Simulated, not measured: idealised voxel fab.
Process module under the name voxel transistor to metal
Cross-sectional view cut (width: 140 nm; square cell size: 5 nm).
Notation: cross-section as square-cell grid; stated in bands, top first, going down; one or more cell rows per band.
Top, bottom (nm), then materials left to right with widths (nm); lone material tagged "throughout" fills the whole band edge to edge; "blank" = empty space.
Heads up on the height convention: 0 is the point under which the incoming wafer is all one material, and the lowest band has no bottom, it just keeps going down, like "top 0, no bottom".
Per-row width for "30 to 40": begins at first number (top row of band), ends at second number (bottom row), increment between rows held constant.
Reading "no modifications" for a step: not a cell of the cross-section changed in it.
Listed in "Sealed void listing": every empty space of 8 or more cells without an open way to the top. Form: width x height at distance, the distance being from the left edge, all in nm.
Step line, after settings: the simulator's comment on this step.
overlay nm, on a step with a mask: how far to the right of its planned place the mask lay; to the left if negative

Planned process steps:
1: RECEIVE with material Si
2: OXIDIZE with depth nm 5
3: CONFORMAL_DEP with material SiN, thk nm 15
4: PATTERN with tone cover, mask id ACTIVE, material resist, width nm 100, thk nm 15, overlay nm 0
5: DIRECTIONAL_ETCH with etch materials SiN, depth nm 15
6: DIRECTIONAL_ETCH with etch materials SiO2, depth nm 5
7: DIRECTIONAL_ETCH with etch materials Si, depth nm 30
8: STRIP with etch materials resist
9: OXIDIZE with depth nm 5
10: FILL_DEP with material SiO2, thk nm 10
11: CMP with height nm 15
12: SELECTIVE_ETCH with etch materials SiO2, depth nm 5
13: STRIP with etch materials SiN
14: SELECTIVE_ETCH with etch materials SiO2, depth nm 5
15: OXIDIZE with depth nm 5
16: DIRECTIONAL_DEP with material polySi, thk nm 20
17: DIRECTIONAL_DEP with material SiCN, thk nm 15
18: DIRECTIONAL_DEP with material aC, thk nm 15
19: PATTERN with tone cover, mask id GATE, material resist, width nm 20, thk nm 35, overlay nm 0
20: DIRECTIONAL_ETCH with etch materials aC, depth nm 15
21: STRIP with etch materials resist
22: DIRECTIONAL_ETCH with etch materials SiCN, depth nm 25
23: DIRECTIONAL_ETCH with etch materials polySi, depth nm 30
24: STRIP with etch materials aC
25: CONFORMAL_DEP with material SiN, thk nm 10
26: DIRECTIONAL_ETCH with etch materials SiN, depth nm 10
27: DIRECTIONAL_ETCH with etch materials SiO2, depth nm 5
28: DIRECTIONAL_ETCH with etch materials Si, depth nm 15
29: EPI with material nSi, thk nm 15
30: FILL_DEP with material SiO2, thk nm 10
31: CMP with height nm 30
32: DIRECTIONAL_DEP with material SiO2, thk nm 10
33: DIRECTIONAL_DEP with material aC, thk nm 15
34: PATTERN with tone open, mask id CONTACT, material resist, width nm 25, pitch nm 55, thk nm 35, overlay nm 0
35: DIRECTIONAL_ETCH with etch materials aC, depth nm 15
36: STRIP with etch materials resist
37: DIRECTIONAL_ETCH with etch materials SiO2, depth nm 50
38: STRIP with etch materials aC
39: CONFORMAL_DEP with material TiN, thk nm 5
40: FILL_DEP with material W, thk nm 10
41: CMP with height nm 40
42: CONFORMAL_DEP with material SiN, thk nm 5
43: DIRECTIONAL_DEP with material SiO2, thk nm 25
44: MASKED_ETCH with tone open, mask id METAL_1, width nm 15, pitch nm 65, etch materials SiO2, depth nm 25, overlay nm 0
45: MASKED_ETCH with tone open, mask id METAL_1, width nm 15, pitch nm 65, etch materials SiN, depth nm 5, overlay nm 0
46: CONFORMAL_DEP with material TiN, thk nm 5
47: FILL_DEP with material Ru, thk nm 10
48: CMP with height nm 70
49: CONFORMAL_DEP with material SiCN, thk nm 5
50: DIRECTIONAL_DEP with material lowk, thk nm 25
51: PATTERN with tone open, mask id METAL_2, material resist, width nm 15, pitch nm 65, thk nm 15, overlay nm 0
52: DIRECTIONAL_ETCH with etch materials lowk, depth nm 15
53: STRIP with etch materials resist
54: PATTERN with tone open, mask id METAL_2_HOLES, material resist, width nm 15, pitch nm 65, thk nm 20, overlay nm 0
55: DIRECTIONAL_ETCH with etch materials lowk, depth nm 10
56: DIRECTIONAL_ETCH with etch materials SiCN, depth nm 5
57: STRIP with etch materials resist
58: CONFORMAL_DEP with material TiN, thk nm 5
59: FILL_DEP with material Cu, thk nm 10
60: CMP with height nm 100
61: CONFORMAL_DEP with material SiN, thk nm 5

Wafer at receipt (post step 1), cross-section:
> top 0, no bottom | Si throughout
> Sealed void listing: none

First of two wafers at the end of the module, shown in cross-section; run carried out as planned:
> top 105, bottom 100 | SiN throughout
> top 100, bottom 75 | lowk (30); TiN (5); Cu (5); TiN (5); lowk (50); TiN (5); Cu (5); TiN (5); lowk (30)
> top 75, bottom 70 | SiCN (30); TiN (15); SiCN (50); TiN (15); SiCN (30)
> top 70, bottom 45 | SiO2 (30); TiN (5); Ru (5); TiN (5); SiO2 (50); TiN (5); Ru (5); TiN (5); SiO2 (30)
> top 45, bottom 40 | SiN (30); TiN (15); SiN (50); TiN (15); SiN (30)
> top 40, bottom 30 | SiO2 (30); TiN (5); W (15 to 10); TiN (5 to 10); SiO2 (30); TiN (5 to 10); W (15 to 10); TiN (5); SiO2 (30)
> top 30, bottom 15 | SiO2 (30); TiN (5); W (10); TiN (5); SiN (10); SiCN (20); SiN (10); TiN (5); W (10); TiN (5); SiO2 (30)
> top 15, bottom 10 | SiO2 (30); TiN (5); W (10); TiN (5); SiN (10); polySi (20); SiN (10); TiN (5); W (10); TiN (5); SiO2 (30)
> top 10, bottom 5 | SiO2 (30); TiN (20); SiN (10); polySi (20); SiN (10); TiN (20); SiO2 (30)
> top 5, bottom -5 | SiO2 (15); SiN (10); SiO2 (5); TiN (5); nSi (15); SiN (10); polySi (20); SiN (10); nSi (15); TiN (5); SiO2 (5); SiN (10); SiO2 (15)
> top -5, bottom -10 | SiO2 (30); TiN (5); nSi (15); SiO2 (40); nSi (15); TiN (5); SiO2 (30)
> top -10, bottom -25 | SiO2 (25); nSi (25); Si (40); nSi (25); SiO2 (25)
> top -25, bottom -40 | SiO2 (25); Si (90); SiO2 (25)
> top -40, no bottom | Si throughout
> Sealed void listing: none

Same start, same plan as the first wafer - but one mistake in the run. Cross-section of the second of the two at the end of the module:
> top 105, bottom 100 | SiN throughout
> top 100, bottom 75 | lowk throughout
> top 75, bottom 70 | SiCN throughout
> top 70, bottom 45 | SiO2 (30); TiN (5); Ru (5); TiN (5); SiO2 (50); TiN (5); Ru (5); TiN (5); SiO2 (30)
> top 45, bottom 40 | SiN (30); TiN (15); SiN (50); TiN (15); SiN (30)
> top 40, bottom 30 | SiO2 (30); TiN (5); W (15 to 10); TiN (5 to 10); SiO2 (30); TiN (5 to 10); W (15 to 10); TiN (5); SiO2 (30)
> top 30, bottom 15 | SiO2 (30); TiN (5); W (10); TiN (5); SiN (10); SiCN (20); SiN (10); TiN (5); W (10); TiN (5); SiO2 (30)
> top 15, bottom 10 | SiO2 (30); TiN (5); W (10); TiN (5); SiN (10); polySi (20); SiN (10); TiN (5); W (10); TiN (5); SiO2 (30)
> top 10, bottom 5 | SiO2 (30); TiN (20); SiN (10); polySi (20); SiN (10); TiN (20); SiO2 (30)
> top 5, bottom -5 | SiO2 (15); SiN (10); SiO2 (5); TiN (5); nSi (15); SiN (10); polySi (20); SiN (10); nSi (15); TiN (5); SiO2 (5); SiN (10); SiO2 (15)
> top -5, bottom -10 | SiO2 (30); TiN (5); nSi (15); SiO2 (40); nSi (15); TiN (5); SiO2 (30)
> top -10, bottom -25 | SiO2 (25); nSi (25); Si (40); nSi (25); SiO2 (25)
> top -25, bottom -40 | SiO2 (25); Si (90); SiO2 (25)
> top -40, no bottom | Si throughout
> Sealed void listing: none
Heads up, the wafer didn't run the way we planned it: step 50 in the plan was executed twice
Count the cells at the end and the second wafer has more or fewer of some materials than the first: Cu -10; SiCN +6; TiN -26; lowk +30
